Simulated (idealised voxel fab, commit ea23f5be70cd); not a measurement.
Herein follows the process module entitled voxel wiring stack.
Shown is cross-section cut, with a width of 265 nm and square cells of size 5 nm.
Square cells in a grid make up a cross-section in this document, and the grid is given as bands, listed from the top down, each one or more rows of cells. A band entry consists of two parts. The first gives the height of the band's top and the height of its bottom, in nm. The rest lists the band's materials from left to right, each with its width in nm. A single material labelled with the word "edge to edge" fills the band from edge to edge, and the word "air" marks empty space. We count height from 0. Below that, the starting wafer is all one material. The lowest band never ends at the bottom but goes on down; see "top 0, no bottom" for how that is written. Top row gets the first number, bottom row gets the second, and each row in between changes by the same step: that is how a band width like "30..40" works. Basically "no change occurred" means that step didn't change any cell in the cross-section. This entry, "Trapped voids", enumerates those empty regions of no fewer than 8 cells that possess no open connection to the top. Each region is reported in the form width x height at distance, the distance being taken from the left edge, with all three quantities expressed in nm. Read whatever lies past the settings on a step's line as the simulator's own remark about the step. You can add "overlay nm" to a step's line. For a step with a mask, it describes how far the mask lay to the right of its planned position, and a negative number describes a lay to the left.
THE FOLLOWING LIST GIVES THE PLANNED PROCESS STEPS
step 1: RECEIVE | material Si
step 2: CONFORMAL_DEP | material SiO2 | thk nm 15
step 3: DIRECTIONAL_DEP | material TiN | thk nm 5
step 4: DIRECTIONAL_DEP | material Ru | thk nm 20
step 5: MASKED_ETCH | tone cover | mask id METAL_1 | width nm 30 | pitch nm 50 | etch materials Ru | depth nm 20 | overlay nm 0
step 6: MASKED_ETCH | tone cover | mask id METAL_1 | width nm 30 | pitch nm 50 | etch materials TiN | depth nm 5 | overlay nm 0
step 7: FILL_DEP | material SiO2 | thk nm 5
step 8: CMP | height nm 40
step 9: CONFORMAL_DEP | material SiCN | thk nm 5
step 10: DIRECTIONAL_DEP | material lowk | thk nm 15
step 11: MASKED_ETCH | tone open | mask id PLUG_1 | width nm 15 | pitch nm 100 | etch materials lowk | depth nm 15 | overlay nm 0
step 12: MASKED_ETCH | tone open | mask id PLUG_1 | width nm 15 | pitch nm 100 | etch materials SiCN | depth nm 5 | overlay nm 0
step 13: CONFORMAL_DEP | material TiN | thk nm 5
step 14: FILL_DEP | material Cu | thk nm 10
step 15: CMP | height nm 60
step 16: DIRECTIONAL_DEP | material TiN | thk nm 5
step 17: DIRECTIONAL_DEP | material Ru | thk nm 15
step 18: DIRECTIONAL_DEP | material aC | thk nm 15
step 19: PATTERN | tone cover | mask id METAL_2 | material resist | width nm 30 | pitch nm 50 | thk nm 30 | overlay nm 0
step 20: DIRECTIONAL_ETCH | etch materials aC | depth nm 15
step 21: STRIP | etch materials resist
step 22: DIRECTIONAL_ETCH | etch materials Ru | depth nm 15
step 23: DIRECTIONAL_ETCH | etch materials TiN | depth nm 5
step 24: STRIP | etch materials aC
step 25: CONFORMAL_DEP | material SiCN | thk nm 5
step 26: FILL_DEP | material lowk | thk nm 5
step 27: CMP | height nm 80
step 28: CONFORMAL_DEP | material SiCN | thk nm 5
step 29: DIRECTIONAL_DEP | material SiO2 | thk nm 15
step 30: MASKED_ETCH | tone open | mask id PLUG_2 | width nm 15 | pitch nm 100 | etch materials SiO2 | depth nm 15 | overlay nm 0
step 31: MASKED_ETCH | tone open | mask id PLUG_2 | width nm 15 | pitch nm 100 | etch materials SiCN | depth nm 5 | overlay nm 0
step 32: EPI | material Ru | thk nm 10
step 33: EPI | material Ru | thk nm 10
step 34: DIRECTIONAL_DEP | material TiN | thk nm 5
step 35: DIRECTIONAL_DEP | material Ru | thk nm 20
step 36: MASKED_ETCH | tone cover | mask id METAL_3 | width nm 30 | pitch nm 50 | etch materials Ru | depth nm 20 | overlay nm 0
step 37: MASKED_ETCH | tone cover | mask id METAL_3 | width nm 30 | pitch nm 50 | etch materials TiN | depth nm 5 | overlay nm 0
step 38: FILL_DEP | material SiO2 | thk nm 5
step 39: CMP | height nm 125
step 40: CONFORMAL_DEP | material SiCN | thk nm 5
step 41: DIRECTIONAL_DEP | material lowk | thk nm 15
step 42: MASKED_ETCH | tone open | mask id PLUG_3 | width nm 15 | pitch nm 50 | etch materials lowk | depth nm 15 | overlay nm 0
step 43: MASKED_ETCH | tone open | mask id PLUG_3 | width nm 15 | pitch nm 50 | etch materials SiCN | depth nm 5 | overlay nm 0
step 44: EPI | material Ru | thk nm 10
step 45: EPI | material Ru | thk nm 10
step 46: CONFORMAL_DEP | material SiN | thk nm 5
step 47: DIRECTIONAL_DEP | material lowk | thk nm 15
step 48: MASKED_ETCH | tone open | mask id METAL_4 | width nm 30 | pitch nm 50 | etch materials lowk | depth nm 15 | overlay nm 0
step 49: MASKED_ETCH | tone open | mask id METAL_4 | width nm 30 | pitch nm 50 | etch materials SiN | depth nm 5 | overlay nm 0
step 50: CONFORMAL_DEP | material TiN | thk nm 5
step 51: FILL_DEP | material Ru | thk nm 10
step 52: CMP | height nm 165
step 53: CONFORMAL_DEP | material SiCN | thk nm 5
CROSS-SECTION OF THE WAFER AT RECEIPT, WHICH IS THE CONDITION AFTER STEP 1
- top 0, no bottom: Si edge to edge
- Trapped voids: none
LOOK AT THE CROSS-SECTION AFTER THE MODULE: THE WAFER STARTED OUT THE WAY SHOWN ABOVE AND THE PLAN WAS THE ONE SHOWN ABOVE, YET ONE MISTAKE WAS MADE ALONG THE WAY
- top 170, bottom 165: SiCN edge to edge
- top 165, bottom 150: lowk: 40 | TiN: 5 | Ru: 20 | TiN: 5 | lowk: 20 | TiN: 5 | Ru: 20 | TiN: 5 | lowk: 20 | TiN: 5 | Ru: 20 | TiN: 5 | lowk: 20 | TiN: 5 | Ru: 20 | TiN: 5 | lowk: 45
- top 150, bottom 145: SiN: 40 | TiN: 30 | SiN: 20 | TiN: 30 | SiN: 20 | TiN: 30 | SiN: 20 | TiN: 30 | SiN: 45
- top 145, bottom 130: lowk: 40 | Ru: 15 | lowk: 35 | Ru: 15 | lowk: 35 | Ru: 15 | lowk: 35 | Ru: 15 | lowk: 60
- top 130, bottom 125: SiCN: 40 | Ru: 15 | SiCN: 35 | Ru: 15 | SiCN: 35 | Ru: 15 | SiCN: 35 | Ru: 15 | SiCN: 60
- top 125, bottom 105: SiO2: 40 | Ru: 30 | SiO2: 20 | Ru: 30 | SiO2: 20 | Ru: 30 | SiO2: 20 | Ru: 30 | SiO2: 45
- top 105, bottom 100: SiO2: 40 | TiN: 30 | SiO2: 20 | TiN: 30 | SiO2: 20 | TiN: 30 | SiO2: 20 | TiN: 30 | SiO2: 45
- top 100, bottom 85: SiO2: 40 | Ru: 15 | SiO2: 85 | Ru: 15 | SiO2: 110
- top 85, bottom 80: SiCN: 40 | Ru: 15 | SiCN: 85 | Ru: 15 | SiCN: 110
- top 80, bottom 65: lowk: 35 | SiCN: 5 | Ru: 30 | SiCN: 5 | lowk: 10 | SiCN: 5 | Ru: 30 | SiCN: 5 | lowk: 10 | SiCN: 5 | Ru: 30 | SiCN: 5 | lowk: 10 | SiCN: 5 | Ru: 30 | SiCN: 5 | lowk: 40
- top 65, bottom 60: SiCN: 40 | TiN: 30 | SiCN: 20 | TiN: 30 | SiCN: 20 | TiN: 30 | SiCN: 20 | TiN: 30 | SiCN: 45
- top 60, bottom 55: TiN: 45 | Cu: 5 | TiN: 95 | Cu: 5 | TiN: 115
- top 55, bottom 45: lowk: 40 | TiN: 5 | Cu: 5 | TiN: 5 | lowk: 85 | TiN: 5 | Cu: 5 | TiN: 5 | lowk: 110
- top 45, bottom 40: SiCN: 40 | TiN: 15 | SiCN: 85 | TiN: 15 | SiCN: 110
- top 40, bottom 20: SiO2: 40 | Ru: 30 | SiO2: 20 | Ru: 30 | SiO2: 20 | Ru: 30 | SiO2: 20 | Ru: 30 | SiO2: 45
- top 20, bottom 15: SiO2: 40 | TiN: 30 | SiO2: 20 | TiN: 30 | SiO2: 20 | TiN: 30 | SiO2: 20 | TiN: 30 | SiO2: 45
- top 15, bottom 0: SiO2 edge to edge
- top 0, no bottom: Si edge to edge
- Trapped voids: none
Want to know what went wrong? step 10: run off-plan, actual operation and settings DIRECTIONAL_DEP | material lowk | thk nm 10
